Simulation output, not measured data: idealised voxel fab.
Module name: voxel ribs on slabs (process module)
Square cells of 5 nm make up the cross-section cut, whose width is 165 nm.
Format of a cross-section: grid, square cells. Given as bands. Order: top down. Band: one or more rows of cells. Read a band's entry like this: the first values are the height of its top and the height of its bottom in nm, and what follows is the sequence of materials from left to right, each with its width in nm. Note that "empty" is empty space, and that a single material marked "edge to edge" reaches across the band from edge to edge. A quick word on heights: they are counted from 0, and under that level the wafer as it came to us is one material throughout. The lowest band is different from the rest in having no bottom; it simply continues downward, written as in "0 -> down". Quick explanation for "30..40": the width changes in equal steps down the rows of cells, from the first number in the band's top row to the second number in its bottom row. "remained the same" after a step means that no cell of the cross-section changed. "Closed void list" - sealed voids, min. 8 cells, no opening to top; format: width x height at distance (distance from left edge; nm throughout). Read whatever lies past the settings on a step's line as the simulator's own remark about the step. On any step carrying a mask, the "overlay nm" setting, if present on the step's line, tells how far right of its planned place the mask lay; negative values point to the left.

**List of planned process steps**
1. RECEIVE, material Si
2. DIRECTIONAL_DEP, material SiO2, thk nm 25
3. DIRECTIONAL_DEP, material SiN, thk nm 15
4. MASKED_ETCH, tone cover, mask id RIB, width nm 25, etch materials SiN, depth nm 5, overlay nm 0
5. PATTERN, tone cover, mask id SLAB, material resist, width nm 55, thk nm 20, overlay nm 0
6. DIRECTIONAL_ETCH, etch materials SiN, depth nm 10
7. STRIP, etch materials resist
8. FILL_DEP, material SiO2, thk nm 15
9. CMP, height nm 50
10. DIRECTIONAL_DEP, material TiN, thk nm 5
11. PATTERN, tone cover, mask id HEATER, material resist, width nm 35, thk nm 20, overlay nm -15
12. DIRECTIONAL_ETCH, etch materials TiN, depth nm 5
13. STRIP, etch materials resist
14. CONFORMAL_DEP, material SiN, thk nm 10
varied across the wafers: overlay nm of step 11. The plan shows the first wafer's value. All wafers start alike

**This is how the first of several wafers looked in cross-section when it arrived, which is after step 1**
    0 -> down  Si edge to edge
    Closed void list: none

**Take any row and you have a wafer at the end of the module: how many cells of each material it has gained (+) or lost (-) since it was received, and then its closed voids**
overlay nm -15, +97 SiN, +303 SiO2, +7 TiN, Closed void list: none
overlay nm -10, +97 SiN, +303 SiO2, +7 TiN, Closed void list: none
overlay nm -5, +97 SiN, +303 SiO2, +7 TiN, Closed void list: none
overlay nm 0, +97 SiN, +303 SiO2, +7 TiN, Closed void list: none
overlay nm 5, +97 SiN, +303 SiO2, +7 TiN, Closed void list: none
overlay nm 10, +97 SiN, +303 SiO2, +7 TiN, Closed void list: none
overlay nm 15, +97 SiN, +303 SiO2, +7 TiN, Closed void list: none
